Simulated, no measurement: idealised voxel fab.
process module | voxel transistor to metal
cross-section cut | 270 nm wide | cells 5 nm
A cross-section is a grid of square cells, given in bands from the top down. A band is one or more rows of cells.
Each band's line starts with the height of the band's top and of its bottom, in nm. Then come its materials from left to right, each with its width in nm. One material with "throughout" fills the band from edge to edge. "air" is empty space.
Height 0 is the level under which the wafer as received is all one material. The lowest band goes on downwards, as in "0 down".
A width such as "30 to 40" changes by the same amount from each row of cells to the next, from the band's top row to its bottom row.
"no change" after a step means that no cell of the cross-section changed.
closed voids: empty space of 8 cells or more with no open way to the top, each as width x height at its distance from the left edge, in nm
after a step's settings: what the simulator itself notes on the step
overlay nm, on a step with a mask: how far to the right of its planned place the mask lay; to the left if negative
plan
1 op RECEIVE | material Si
2 op OXIDIZE | depth nm 5
3 op CONFORMAL_DEP | material SiN | thk nm 15
4 op DIRECTIONAL_DEP | material aC | thk nm 10
5 op PATTERN | tone cover | mask id ACTIVE | material resist | width nm 105 | pitch nm 125 | thk nm 30 | overlay nm 0
6 op DIRECTIONAL_ETCH | etch materials aC | depth nm 10
7 op STRIP | etch materials resist
8 op DIRECTIONAL_ETCH | etch materials SiN | depth nm 15
9 op DIRECTIONAL_ETCH | etch materials SiO2 | depth nm 5
10 op DIRECTIONAL_ETCH | etch materials Si | depth nm 30
11 op STRIP | etch materials aC
12 op FILL_DEP | material SiO2 | thk nm 10
13 op CMP | height nm 15
14 op SELECTIVE_ETCH | etch materials SiO2 | depth nm 15
15 op STRIP | etch materials SiN
16 op SELECTIVE_ETCH | etch materials SiO2 | depth nm 5
17 op OXIDIZE | depth nm 5
18 op DIRECTIONAL_DEP | material polySi | thk nm 20
19 op DIRECTIONAL_DEP | material SiCN | thk nm 15
20 op MASKED_ETCH | tone cover | mask id GATE | width nm 25 | pitch nm 125 | etch materials SiCN | depth nm 25 | overlay nm 0
21 op MASKED_ETCH | tone cover | mask id GATE | width nm 25 | pitch nm 125 | etch materials polySi | depth nm 30 | overlay nm 0
22 op CONFORMAL_DEP | material SiO2 | thk nm 5
23 op DIRECTIONAL_ETCH | etch materials SiO2 | depth nm 5
24 op CONFORMAL_DEP | material SiN | thk nm 5
25 op DIRECTIONAL_ETCH | etch materials SiN | depth nm 5
26 op DIRECTIONAL_ETCH | etch materials SiO2 | depth nm 5
27 op EPI | material nSi | thk nm 5
28 op FILL_DEP | material SiO2 | thk nm 10
29 op CMP | height nm 30
30 op DIRECTIONAL_DEP | material SiO2 | thk nm 15
31 op DIRECTIONAL_DEP | material aC | thk nm 15
32 op PATTERN | tone open | mask id CONTACT | material resist | width nm 30 | thk nm 35 | overlay nm 0
33 op DIRECTIONAL_ETCH | etch materials aC | depth nm 15
34 op STRIP | etch materials resist
35 op DIRECTIONAL_ETCH | etch materials SiO2 | depth nm 50
36 op STRIP | etch materials aC
37 op CONFORMAL_DEP | material TiN | thk nm 5
38 op FILL_DEP | material Ru | thk nm 10
39 op CMP | height nm 45
40 op DIRECTIONAL_DEP | material TiN | thk nm 5
41 op DIRECTIONAL_DEP | material W | thk nm 25
42 op MASKED_ETCH | tone cover | mask id METAL_1 | width nm 20 | etch materials W | depth nm 25 | overlay nm 0
43 op MASKED_ETCH | tone cover | mask id METAL_1 | width nm 20 | etch materials TiN | depth nm 5 | overlay nm 0
44 op FILL_DEP | material lowk | thk nm 5
45 op CMP | height nm 75
46 op CONFORMAL_DEP | material SiN | thk nm 5
as received, after step 1
  0 down: Si throughout
  closed voids: none
a wafer at the end: this start, this plan, one mistake
  80 to 75: SiN throughout
  75 to 50: lowk 25 | W 20 | lowk 55 | W 20 | lowk 30 | W 20 | lowk 55 | W 20 | lowk 25
  50 to 45: lowk 25 | TiN 20 | lowk 55 | TiN 20 | lowk 30 | TiN 20 | lowk 55 | TiN 20 | lowk 25
  45 to 35: SiO2 25 | TiN 5 | Ru 20 | TiN 5 | SiO2 35 | TiN 5 | Ru 20 | TiN 5 | SiO2 30 | TiN 5 | Ru 20 | TiN 5 | SiO2 35 | TiN 5 | Ru 20 | TiN 5 | SiO2 25
  35 to 30: SiO2 25 | TiN 5 | Ru 15 | TiN 10 | SiO2 35 | TiN 10 | Ru 15 | TiN 5 | SiO2 30 | TiN 5 | Ru 15 | TiN 10 | SiO2 35 | TiN 10 | Ru 15 | TiN 5 | SiO2 25
  30 to 20: SiO2 25 | TiN 5 | Ru 15 | TiN 5 | SiN 5 | SiO2 5 | SiCN 25 | SiO2 5 | SiN 5 | TiN 5 | Ru 15 | TiN 5 | SiO2 30 | TiN 5 | Ru 15 | TiN 5 | SiN 5 | SiO2 5 | SiCN 25 | SiO2 5 | SiN 5 | TiN 5 | Ru 15 | TiN 5 | SiO2 25
  20 to 15: SiO2 25 | TiN 10 | Ru 10 | TiN 5 | SiN 5 | SiO2 5 | SiCN 25 | SiO2 5 | SiN 5 | TiN 5 | Ru 10 | TiN 10 | SiO2 30 | TiN 10 | Ru 10 | TiN 5 | SiN 5 | SiO2 5 | SiCN 25 | SiO2 5 | SiN 5 | TiN 5 | Ru 10 | TiN 10 | SiO2 25
  15 to 0: SiCN 20 | SiO2 5 | SiN 5 | TiN 5 | Ru 10 | TiN 5 | SiN 5 | SiO2 5 | polySi 25 | SiO2 5 | SiN 5 | TiN 5 | Ru 10 | TiN 5 | SiN 5 | SiO2 5 | SiCN 20 | SiO2 5 | SiN 5 | TiN 5 | Ru 10 | TiN 5 | SiN 5 | SiO2 5 | polySi 25 | SiO2 5 | SiN 5 | TiN 5 | Ru 10 | TiN 5 | SiN 5 | SiO2 5 | SiCN 20
  0 to -5: SiCN 20 | SiO2 5 | SiN 5 | TiN 20 | SiN 5 | SiO2 5 | polySi 25 | SiO2 5 | SiN 5 | TiN 20 | SiN 5 | SiO2 5 | SiCN 20 | SiO2 5 | SiN 5 | TiN 20 | SiN 5 | SiO2 5 | polySi 25 | SiO2 5 | SiN 5 | TiN 20 | SiN 5 | SiO2 5 | SiCN 20
  -5 to -10: SiCN 20 | SiO2 10 | nSi 20 | SiO2 45 | nSi 20 | SiO2 10 | SiCN 20 | SiO2 10 | nSi 20 | SiO2 45 | nSi 20 | SiO2 10 | SiCN 20
  -10 to -35: SiCN 20 | Si 105 | SiCN 20 | Si 105 | SiCN 20
  -35 down: Si throughout
  closed voids: none
what went wrong: step 12 ran as: op FILL_DEP | material SiCN | thk nm 10
